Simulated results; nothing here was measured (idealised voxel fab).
Presented below is a process module, voxel capacitor over wiring.
The figure presents cross-section cut, which has a width of 160 nm and is divided into square cells with an edge length of 5 nm.
Throughout this document, each cross-section is represented as a grid of square cells and is presented as a sequence of bands enumerated from the top downward, where a band comprises one or more rows of cells.
The band entry comprises the height of the band's top followed by the height of its bottom, expressed in nm, and subsequently the band's materials from left to right, each stated together with its width in nm. Where a single material is marked with the word "throughout", that material fills the band from edge to edge. The word "empty" represents empty space.
Counting heights begins at 0, where everything beneath is, in the wafer as received, one material. The lowest band has no bottom; it goes on downwards, as "0 and below" shows.
The width entry "30 to 40" should be interpreted row by row: the top row of cells in the band takes the first number, the bottom row takes the second number, and the change between adjacent rows is uniform throughout.
"same as before" (step): cross-section cells unchanged, all of them.
Heads up: "Closed voids list" only lists the empty pockets with no open path to the top that are 8 cells or more, and it writes them as width x height at distance, distance from the left edge, in nm.
Past the settings on a step's line: simulator remark, on that step.
When a step includes a mask, the "overlay nm" setting on its line states how far to the right of its planned place that mask lay, and negative values state how far to the left.

[Process steps foreseen in the plan]
- 1: RECEIVE: material Si
- 2: CONFORMAL_DEP: material SiO2, thk nm 10
- 3: DIRECTIONAL_DEP: material TiN, thk nm 5
- 4: DIRECTIONAL_DEP: material Ru, thk nm 20
- 5: DIRECTIONAL_DEP: material aC, thk nm 15
- 6: PATTERN: tone cover, mask id METAL_1, material resist, width nm 25, pitch nm 75, thk nm 35, overlay nm 0
- 7: DIRECTIONAL_ETCH: etch materials aC, depth nm 15
- 8: STRIP: etch materials resist
- 9: DIRECTIONAL_ETCH: etch materials Ru, depth nm 20
- 10: DIRECTIONAL_ETCH: etch materials TiN, depth nm 5
- 11: STRIP: etch materials aC
- 12: FILL_DEP: material lowk, thk nm 5
- 13: CMP: height nm 35
- 14: CONFORMAL_DEP: material SiCN, thk nm 5
- 15: DIRECTIONAL_DEP: material SiO2, thk nm 10
- 16: DIRECTIONAL_DEP: material aC, thk nm 10
- 17: PATTERN: tone open, mask id PLUG_1, material resist, width nm 15, thk nm 30, overlay nm 0
- 18: DIRECTIONAL_ETCH: etch materials aC, depth nm 10
- 19: STRIP: etch materials resist
- 20: DIRECTIONAL_ETCH: etch materials SiO2, depth nm 10
- 21: DIRECTIONAL_ETCH: etch materials SiCN, depth nm 5
- 22: STRIP: etch materials aC
- 23: CONFORMAL_DEP: material TiN, thk nm 5
- 24: FILL_DEP: material Ru, thk nm 5
- 25: CMP: height nm 50
- 26: DIRECTIONAL_DEP: material TiN, thk nm 10
- 27: DIRECTIONAL_DEP: material HfO2, thk nm 5
- 28: DIRECTIONAL_DEP: material TiN, thk nm 10
- 29: MASKED_ETCH: tone cover, mask id UPPER_PLATE, width nm 55, etch materials TiN, depth nm 10, overlay nm 0
- 30: MASKED_ETCH: tone cover, mask id UPPER_PLATE, width nm 55, etch materials HfO2, depth nm 5, overlay nm 0
- 31: PATTERN: tone cover, mask id LOWER_PLATE, material resist, width nm 65, thk nm 20, overlay nm 0
- 32: DIRECTIONAL_ETCH: etch materials TiN, depth nm 10
- 33: STRIP: etch materials resist
- 34: FILL_DEP: material SiO2, thk nm 20
- 35: CMP: height nm 90
- 36: PATTERN: tone open, mask id PLUG_2, material resist, width nm 15, thk nm 20, overlay nm 0
- 37: DIRECTIONAL_ETCH: etch materials SiO2, depth nm 15
- 38: STRIP: etch materials resist
- 39: CONFORMAL_DEP: material TiN, thk nm 5
- 40: FILL_DEP: material W, thk nm 5
- 41: CMP: height nm 90
- 42: CONFORMAL_DEP: material SiN, thk nm 5

[So, the first of our two wafers, run just as we planned it]

[Cross-section of the incoming wafer, state after step 1]
> 0 and below: Si throughout
> Closed voids list: none

[Once step 2 is through, the wafer looks like this in cross-section]
> 10 down to 0: SiO2 throughout
> Nothing below the height 0 has changed.

[Once step 3 is through, the wafer looks like this in cross-section]
> 15 down to 10: TiN throughout
> Nothing below the height 10 has changed.

[Once step 4 is through, the wafer looks like this in cross-section]
> 35 down to 15: Ru throughout
> Nothing below the height 15 has changed.

[Once step 5 is through, the wafer looks like this in cross-section]
> 50 down to 35: aC throughout
> Nothing below the height 35 has changed.

[Once step 6 is through, the wafer looks like this in cross-section]
> 85 down to 50: empty 30, resist 25, empty 50, resist 25, empty 30
> Nothing below the height 50 has changed.

[Once step 7 is through, the wafer looks like this in cross-section]
> 70 down to 50: empty 30, resist 25, empty 50, resist 25, empty 30
> 50 down to 35: empty 30, aC 25, empty 50, aC 25, empty 30
> Nothing below the height 35 has changed.

[Once step 8 is through, the wafer looks like this in cross-section]
> 50 down to 35: empty 30, aC 25, empty 50, aC 25, empty 30
> Nothing below the height 35 has changed.

[Once step 9 is through, the wafer looks like this in cross-section]
> 50 down to 35: empty 30, aC 25, empty 50, aC 25, empty 30
> 35 down to 15: empty 30, Ru 25, empty 50, Ru 25, empty 30
> Nothing below the height 15 has changed.

[Once step 10 is through, the wafer looks like this in cross-section]
> 50 down to 35: empty 30, aC 25, empty 50, aC 25, empty 30
> 35 down to 15: empty 30, Ru 25, empty 50, Ru 25, empty 30
> 15 down to 10: empty 30, TiN 25, empty 50, TiN 25, empty 30
> Nothing below the height 10 has changed.

[Once step 11 is through, the wafer looks like this in cross-section]
> 35 down to 15: empty 30, Ru 25, empty 50, Ru 25, empty 30
> Nothing below the height 15 has changed.

[Once step 12 is through, the wafer looks like this in cross-section]
> 40 down to 35: lowk throughout
> 35 down to 15: lowk 30, Ru 25, lowk 50, Ru 25, lowk 30
> 15 down to 10: lowk 30, TiN 25, lowk 50, TiN 25, lowk 30
> Nothing below the height 10 has changed.

[Once step 13 is through, the wafer looks like this in cross-section]
> 35 down to 15: lowk 30, Ru 25, lowk 50, Ru 25, lowk 30
> Nothing below the height 15 has changed.

[Once step 14 is through, the wafer looks like this in cross-section]
> 40 down to 35: SiCN throughout
> Nothing below the height 35 has changed.

[Once step 15 is through, the wafer looks like this in cross-section]
> 50 down to 40: SiO2 throughout
> Nothing below the height 40 has changed.

[Once step 16 is through, the wafer looks like this in cross-section]
> 60 down to 50: aC throughout
> Nothing below the height 50 has changed.

[Once step 17 is through, the wafer looks like this in cross-section]
> 90 down to 60: resist 40, empty 15, resist 105
> Nothing below the height 60 has changed.

[Once step 18 is through, the wafer looks like this in cross-section]
> 80 down to 60: resist 40, empty 15, resist 105
> 60 down to 50: aC 40, empty 15, aC 105
> Nothing below the height 50 has changed.

[Once step 19 is through, the wafer looks like this in cross-section]
> 60 down to 50: aC 40, empty 15, aC 105
> Nothing below the height 50 has changed.

[Once step 20 is through, the wafer looks like this in cross-section]
> 60 down to 50: aC 40, empty 15, aC 105
> 50 down to 40: SiO2 40, empty 15, SiO2 105
> Nothing below the height 40 has changed.

[Once step 21 is through, the wafer looks like this in cross-section]
> 60 down to 50: aC 40, empty 15, aC 105
> 50 down to 40: SiO2 40, empty 15, SiO2 105
> 40 down to 35: SiCN 40, empty 15, SiCN 105
> Nothing below the height 35 has changed.

[Once step 22 is through, the wafer looks like this in cross-section]
> 50 down to 40: SiO2 40, empty 15, SiO2 105
> Nothing below the height 40 has changed.

[Once step 23 is through, the wafer looks like this in cross-section]
> 55 down to 50: TiN 45, empty 5, TiN 110
> 50 down to 40: SiO2 40, TiN 5, empty 5, TiN 5, SiO2 105
> 40 down to 35: SiCN 40, TiN 15, SiCN 105
> Nothing below the height 35 has changed.

[Once step 24 is through, the wafer looks like this in cross-section]
> 60 down to 55: Ru throughout
> 55 down to 50: TiN 45, Ru 5, TiN 110
> 50 down to 40: SiO2 40, TiN 5, Ru 5, TiN 5, SiO2 105
> Nothing below the height 40 has changed.

[Once step 25 is through, the wafer looks like this in cross-section]
> 50 down to 40: SiO2 40, TiN 5, Ru 5, TiN 5, SiO2 105
> Nothing below the height 40 has changed.

[Once step 26 is through, the wafer looks like this in cross-section]
> 60 down to 50: TiN throughout
> Nothing below the height 50 has changed.

[Once step 27 is through, the wafer looks like this in cross-section]
> 65 down to 60: HfO2 throughout
> Nothing below the height 60 has changed.

[Once step 28 is through, the wafer looks like this in cross-section]
> 75 down to 65: TiN throughout
> Nothing below the height 65 has changed.

[Once step 29 is through, the wafer looks like this in cross-section]
> 75 down to 65: empty 40, TiN 55, empty 65
> Nothing below the height 65 has changed.

[Once step 30 is through, the wafer looks like this in cross-section]
> 75 down to 65: empty 40, TiN 55, empty 65
> 65 down to 60: empty 40, HfO2 55, empty 65
> Nothing below the height 60 has changed.

[Once step 31 is through, the wafer looks like this in cross-section]
> 95 down to 75: empty 35, resist 65, empty 60
> 75 down to 65: empty 35, resist 5, TiN 55, resist 5, empty 60
> 65 down to 60: empty 35, resist 5, HfO2 55, resist 5, empty 60
> Nothing below the height 60 has changed.

[Once step 32 is through, the wafer looks like this in cross-section]
> 95 down to 75: empty 35, resist 65, empty 60
> 75 down to 65: empty 35, resist 5, TiN 55, resist 5, empty 60
> 65 down to 60: empty 35, resist 5, HfO2 55, resist 5, empty 60
> 60 down to 50: empty 35, TiN 65, empty 60
> Nothing below the height 50 has changed.

[Once step 33 is through, the wafer looks like this in cross-section]
> 75 down to 65: empty 40, TiN 55, empty 65
> 65 down to 60: empty 40, HfO2 55, empty 65
> Nothing below the height 60 has changed.

[Once step 34 is through, the wafer looks like this in cross-section]
> 95 down to 75: SiO2 throughout
> 75 down to 65: SiO2 40, TiN 55, SiO2 65
> 65 down to 60: SiO2 40, HfO2 55, SiO2 65
> 60 down to 50: SiO2 35, TiN 65, SiO2 60
> Nothing below the height 50 has changed.

[Once step 35 is through, the wafer looks like this in cross-section]
> 90 down to 75: SiO2 throughout
> Nothing below the height 75 has changed.

[Once step 36 is through, the wafer looks like this in cross-section]
> 110 down to 90: resist 50, empty 15, resist 95
> Nothing below the height 90 has changed.

[Once step 37 is through, the wafer looks like this in cross-section]
> 110 down to 90: resist 50, empty 15, resist 95
> 90 down to 75: SiO2 50, empty 15, SiO2 95
> Nothing below the height 75 has changed.

[Once step 38 is through, the wafer looks like this in cross-section]
> 90 down to 75: SiO2 50, empty 15, SiO2 95
> Nothing below the height 75 has changed.

[Once step 39 is through, the wafer looks like this in cross-section]
> 95 down to 90: TiN 55, empty 5, TiN 100
> 90 down to 80: SiO2 50, TiN 5, empty 5, TiN 5, SiO2 95
> 80 down to 75: SiO2 50, TiN 15, SiO2 95
> Nothing below the height 75 has changed.

[Once step 40 is through, the wafer looks like this in cross-section]
> 100 down to 95: W throughout
> 95 down to 90: TiN 55, W 5, TiN 100
> 90 down to 80: SiO2 50, TiN 5, W 5, TiN 5, SiO2 95
> Nothing below the height 80 has changed.

[Once step 41 is through, the wafer looks like this in cross-section]
> 90 down to 80: SiO2 50, TiN 5, W 5, TiN 5, SiO2 95
> Nothing below the height 80 has changed.

[Once step 42 is through, the wafer looks like this in cross-section]
> 95 down to 90: SiN throughout
> Nothing below the height 90 has changed.

[Okay, second wafer. Nothing different at the start, nothing different in the plan, just one mistake somewhere in the running. As far as step 24, counting that step, it's the first wafer all over again]

[Second wafer at the planned finish of step 25, seen in cross-section]
> 50 down to 40: SiO2 40, TiN 5, Ru 5, TiN 5, SiO2 105
> Nothing below the height 40 has changed.

[Second wafer at the planned finish of step 26, seen in cross-section]
> 60 down to 50: TiN throughout
> Nothing below the height 50 has changed.

[Second wafer at the planned finish of step 27, seen in cross-section]
> 65 down to 60: HfO2 throughout
> Nothing below the height 60 has changed.

[Second wafer at the planned finish of step 28, seen in cross-section]
> 75 down to 65: TiN throughout
> Nothing below the height 65 has changed.

[Second wafer at the planned finish of step 29, seen in cross-section]
> 75 down to 65: empty 40, TiN 55, empty 65
> Nothing below the height 65 has changed.

[Second wafer at the planned finish of step 30, seen in cross-section]
> 75 down to 65: empty 40, TiN 55, empty 65
> 65 down to 60: empty 40, HfO2 55, empty 65
> Nothing below the height 60 has changed.

[Second wafer at the planned finish of step 31, seen in cross-section]
> 95 down to 75: empty 35, resist 65, empty 60
> 75 down to 65: empty 35, resist 5, TiN 55, resist 5, empty 60
> 65 down to 60: empty 35, resist 5, HfO2 55, resist 5, empty 60
> Nothing below the height 60 has changed.

[Second wafer at the planned finish of step 32, seen in cross-section]
> 95 down to 75: empty 35, resist 65, empty 60
> 75 down to 65: empty 35, resist 5, TiN 55, resist 5, empty 60
> 65 down to 60: empty 35, resist 5, HfO2 55, resist 5, empty 60
> 60 down to 50: empty 35, TiN 65, empty 60
> Nothing below the height 50 has changed.

[Second wafer at the planned finish of step 33, seen in cross-section]
> 75 down to 65: empty 40, TiN 55, empty 65
> 65 down to 60: empty 40, HfO2 55, empty 65
> Nothing below the height 60 has changed.

[Second wafer at the planned finish of step 34, seen in cross-section]
> 95 down to 75: SiO2 throughout
> 75 down to 65: SiO2 40, TiN 55, SiO2 65
> 65 down to 60: SiO2 40, HfO2 55, SiO2 65
> 60 down to 50: SiO2 35, TiN 65, SiO2 60
> Nothing below the height 50 has changed.

[Second wafer at the planned finish of step 35, seen in cross-section]
> 90 down to 75: SiO2 throughout
> Nothing below the height 75 has changed.

[Second wafer at the planned finish of step 36, seen in cross-section]
> 110 down to 90: resist 50, empty 15, resist 95
> Nothing below the height 90 has changed.

[Second wafer at the planned finish of step 37, seen in cross-section]
> 110 down to 90: resist 50, empty 15, resist 95
> 90 down to 75: SiO2 50, empty 15, SiO2 95
> Nothing below the height 75 has changed.

[Second wafer at the planned finish of step 38, seen in cross-section]
> 90 down to 75: SiO2 50, empty 15, SiO2 95
> Nothing below the height 75 has changed.

[Second wafer at the planned finish of step 39, seen in cross-section]
> 95 down to 90: TiN 55, empty 5, TiN 100
> 90 down to 80: SiO2 50, TiN 5, empty 5, TiN 5, SiO2 95
> 80 down to 75: SiO2 50, TiN 15, SiO2 95
> Nothing below the height 75 has changed.

[Second wafer at the planned finish of step 40, seen in cross-section]
> 100 down to 95: W throughout
> 95 down to 90: TiN 55, W 5, TiN 100
> 90 down to 80: SiO2 50, TiN 5, W 5, TiN 5, SiO2 95
> Nothing below the height 80 has changed.

[Second wafer at the planned finish of step 41, seen in cross-section]
> 90 down to 80: SiO2 50, TiN 5, W 5, TiN 5, SiO2 95
> Nothing below the height 80 has changed.

[Second wafer at the planned finish of step 42, seen in cross-section]
> 95 down to 90: SiN throughout
> Nothing below the height 90 has changed.
In executing the process, a mistake was made relative to the plan: plan step 25 was twice executed
It should be noted that the final cross-sections of the two wafers coincide, and the mistake therefore has no effect on the output of this model.
